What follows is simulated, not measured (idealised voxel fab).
The process module presented herein is designated voxel transistor to metal.
Pictured: cross-section cut, 160 nm wide, on a grid of 5 nm square cells.
Bands, listed from the top down, are how a cross-section gets written in this document; the cross-section itself is a grid of square cells, and a band is one or more rows of them. In this notation a band is specified by the heights of its top and bottom, in that order and in nm, after which its materials appear from left to right, each paired with its width in nm. The word "throughout" attached to a single material means that material fills the band from edge to edge; the word "air" stands for empty space. Heights are measured from 0, the level below which the as-received wafer is all one material; the lowest band has no bottom and continues downward, written as in "0 down". You'd read "30..40" like this: the band's top row of cells is as wide as the first number, its bottom row is as wide as the second, and going down, every row changes width by the same amount as the row before did. Where a step carries "all unchanged", the cross-section came out of it unchanged, cell for cell. Entry "Cavities, closed" = empty spaces >= 8 cells with no open way to the top; each as width x height at distance, distance from left edge, all nm. Past the settings on a step's line: simulator remark, on that step. A step line may carry the setting "overlay nm", which, for steps involving a mask, states the distance by which the mask lay to the right of its intended position; negative values denote displacement to the left.

[Steps in the process plan]
1. op RECEIVE | material Si
2. op CONFORMAL_DEP | material SiO2 | thk nm 5
3. op CONFORMAL_DEP | material SiN | thk nm 10
4. op MASKED_ETCH | tone cover | mask id ACTIVE | width nm 125 | etch materials SiN | depth nm 10 | overlay nm 0
5. op MASKED_ETCH | tone cover | mask id ACTIVE | width nm 125 | etch materials SiO2 | depth nm 5 | overlay nm 0
6. op MASKED_ETCH | tone cover | mask id ACTIVE | width nm 125 | etch materials Si | depth nm 20 | overlay nm 0
7. op OXIDIZE | depth nm 5
8. op FILL_DEP | material SiO2 | thk nm 5
9. op CMP | height nm 15
10. op SELECTIVE_ETCH | etch materials SiO2 | depth nm 10
11. op STRIP | etch materials SiN
12. op SELECTIVE_ETCH | etch materials SiO2 | depth nm 5
13. op OXIDIZE | depth nm 5
14. op DIRECTIONAL_DEP | material polySi | thk nm 25
15. op DIRECTIONAL_DEP | material SiCN | thk nm 15
16. op PATTERN | tone cover | mask id GATE | material resist | width nm 35 | thk nm 15 | overlay nm 0
17. op DIRECTIONAL_ETCH | etch materials SiCN | depth nm 25
18. op DIRECTIONAL_ETCH | etch materials polySi | depth nm 35
19. op STRIP | etch materials resist
20. op CONFORMAL_DEP | material SiO2 | thk nm 5
21. op DIRECTIONAL_ETCH | etch materials SiO2 | depth nm 5
22. op CONFORMAL_DEP | material SiN | thk nm 10
23. op DIRECTIONAL_ETCH | etch materials SiN | depth nm 10
24. op DIRECTIONAL_ETCH | etch materials SiO2 | depth nm 5
25. op EPI | material SiGe | thk nm 5
26. op FILL_DEP | material SiO2 | thk nm 5
27. op CMP | height nm 25
28. op STRIP | etch materials polySi
29. op SELECTIVE_ETCH | etch materials SiO2 | depth nm 5
30. op CONFORMAL_DEP | material HfO2 | thk nm 5
31. op CONFORMAL_DEP | material TiN | thk nm 5
32. op FILL_DEP | material W | thk nm 10
33. op CMP | height nm 20
34. op DIRECTIONAL_DEP | material SiO2 | thk nm 15
35. op MASKED_ETCH | tone open | mask id CONTACT | width nm 20 | pitch nm 85 | etch materials SiO2 | depth nm 35 | overlay nm 0
36. op CONFORMAL_DEP | material TiN | thk nm 5
37. op FILL_DEP | material Ru | thk nm 5
38. op CMP | height nm 35
39. op CONFORMAL_DEP | material SiCN | thk nm 5
40. op DIRECTIONAL_DEP | material SiO2 | thk nm 20
41. op DIRECTIONAL_DEP | material aC | thk nm 10
42. op PATTERN | tone open | mask id METAL_1 | material resist | width nm 20 | pitch nm 85 | thk nm 25 | overlay nm 0
43. op DIRECTIONAL_ETCH | etch materials aC | depth nm 10
44. op STRIP | etch materials resist
45. op DIRECTIONAL_ETCH | etch materials SiO2 | depth nm 20
46. op DIRECTIONAL_ETCH | etch materials SiCN | depth nm 5
47. op STRIP | etch materials aC
48. op CONFORMAL_DEP | material TiN | thk nm 5
49. op FILL_DEP | material Cu | thk nm 5
50. op CMP | height nm 60
51. op CONFORMAL_DEP | material SiCN | thk nm 5
52. op DIRECTIONAL_DEP | material lowk | thk nm 25
53. op PATTERN | tone open | mask id METAL_2 | material resist | width nm 20 | pitch nm 85 | thk nm 20 | overlay nm 0
54. op DIRECTIONAL_ETCH | etch materials lowk | depth nm 15
55. op STRIP | etch materials resist
56. op MASKED_ETCH | tone open | mask id METAL_2_HOLES | width nm 15 | pitch nm 85 | etch materials lowk | depth nm 10 | overlay nm 0
57. op MASKED_ETCH | tone open | mask id METAL_2_HOLES | width nm 15 | pitch nm 85 | etch materials SiCN | depth nm 5 | overlay nm 0
58. op CONFORMAL_DEP | material TiN | thk nm 5
59. op FILL_DEP | material Cu | thk nm 10
60. op CMP | height nm 90
61. op CONFORMAL_DEP | material SiN | thk nm 5

[This is the cross-section of the wafer as we received it, i.e. after step 1]
	0 down  Si throughout
	Cavities, closed: none

[The first of two wafers, cross-sectioned at the end of the module, with the run proceeding as planned]
	95 to 90  SiN throughout
	90 to 80  lowk=25 / TiN=5 / Cu=10 / TiN=5 / lowk=65 / TiN=5 / Cu=10 / TiN=5 / lowk=30
	80 to 75  lowk=25 / TiN=5 / Cu=5 / TiN=10 / lowk=65 / TiN=5 / Cu=5 / TiN=10 / lowk=30
	75 to 65  lowk=25 / TiN=5 / Cu=5 / TiN=5 / lowk=70 / TiN=5 / Cu=5 / TiN=5 / lowk=35
	65 to 60  SiCN=25 / TiN=15 / SiCN=70 / TiN=15 / SiCN=35
	60 to 40  SiO2=25 / TiN=5 / Cu=10 / TiN=5 / SiO2=65 / TiN=5 / Cu=10 / TiN=5 / SiO2=30
	40 to 35  SiCN=25 / TiN=20 / SiCN=65 / TiN=20 / SiCN=30
	35 to 20  SiO2=25 / TiN=5 / Ru=10 / TiN=5 / SiO2=65 / TiN=5 / Ru=10 / TiN=5 / SiO2=30
	20 to 5  SiO2=25 / TiN=5 / Ru=10 / TiN=5 / SiN=10 / HfO2=5 / TiN=5 / W=25 / TiN=5 / HfO2=5 / SiN=10 / TiN=5 / Ru=10 / TiN=5 / SiO2=30
	5 to 0  SiO2=25 / TiN=20 / SiN=10 / HfO2=5 / TiN=35 / HfO2=5 / SiN=10 / TiN=20 / SiO2=30
	0 to -5  SiO2=15 / SiGe=30 / SiO2=10 / HfO2=45 / SiO2=10 / SiGe=30 / SiO2=20
	-5 to -25  SiO2=20 / Si=115 / SiO2=25
	-25 down  Si throughout
	Cavities, closed: none

[This is the second of the two wafers, cross-sectioned at the end of the module; it started exactly like the first and was given the same plan, but it was run with one mistake]
	95 to 90  SiN throughout
	90 to 80  lowk=25 / TiN=5 / Cu=10 / TiN=5 / lowk=65 / TiN=5 / Cu=10 / TiN=5 / lowk=30
	80 to 75  lowk=25 / TiN=5 / Cu=5 / TiN=10 / lowk=65 / TiN=5 / Cu=5 / TiN=10 / lowk=30
	75 to 65  lowk=25 / TiN=5 / Cu=5 / TiN=5 / lowk=70 / TiN=5 / Cu=5 / TiN=5 / lowk=35
	65 to 60  SiCN=25 / TiN=15 / SiCN=70 / TiN=15 / SiCN=35
	60 to 40  SiO2=25 / TiN=5 / Cu=10 / TiN=5 / SiO2=65 / TiN=5 / Cu=10 / TiN=5 / SiO2=30
	40 to 35  SiCN=25 / TiN=20 / SiCN=65 / TiN=20 / SiCN=30
	35 to 25  SiO2=25 / TiN=5 / Ru=10 / TiN=5 / SiO2=65 / TiN=5 / Ru=10 / TiN=5 / SiO2=30
	25 to 20  SiO2=25 / TiN=20 / SiO2=65 / TiN=20 / SiO2=30
	20 to 5  W=55 / TiN=5 / HfO2=5 / SiN=10 / SiO2=5 / SiN=10 / HfO2=5 / TiN=5 / W=60
	5 to 0  TiN=60 / HfO2=5 / SiN=10 / SiO2=5 / SiN=10 / HfO2=5 / TiN=65
	0 to -5  HfO2=65 / SiO2=10 / SiGe=5 / SiO2=10 / HfO2=70
	-5 to -25  SiO2=20 / Si=115 / SiO2=25
	-25 down  Si throughout
	Cavities, closed: none
The plan and the run diverged here: planned and actual differ for step 16; actual: op PATTERN | tone open | mask id GATE | material resist | width nm 35 | thk nm 15 | overlay nm 0
Materials where the second wafer ends with more or fewer cells than the first: +18 HfO2, -16 Ru, -11 SiGe, -47 SiO2, +2 TiN, +54 W
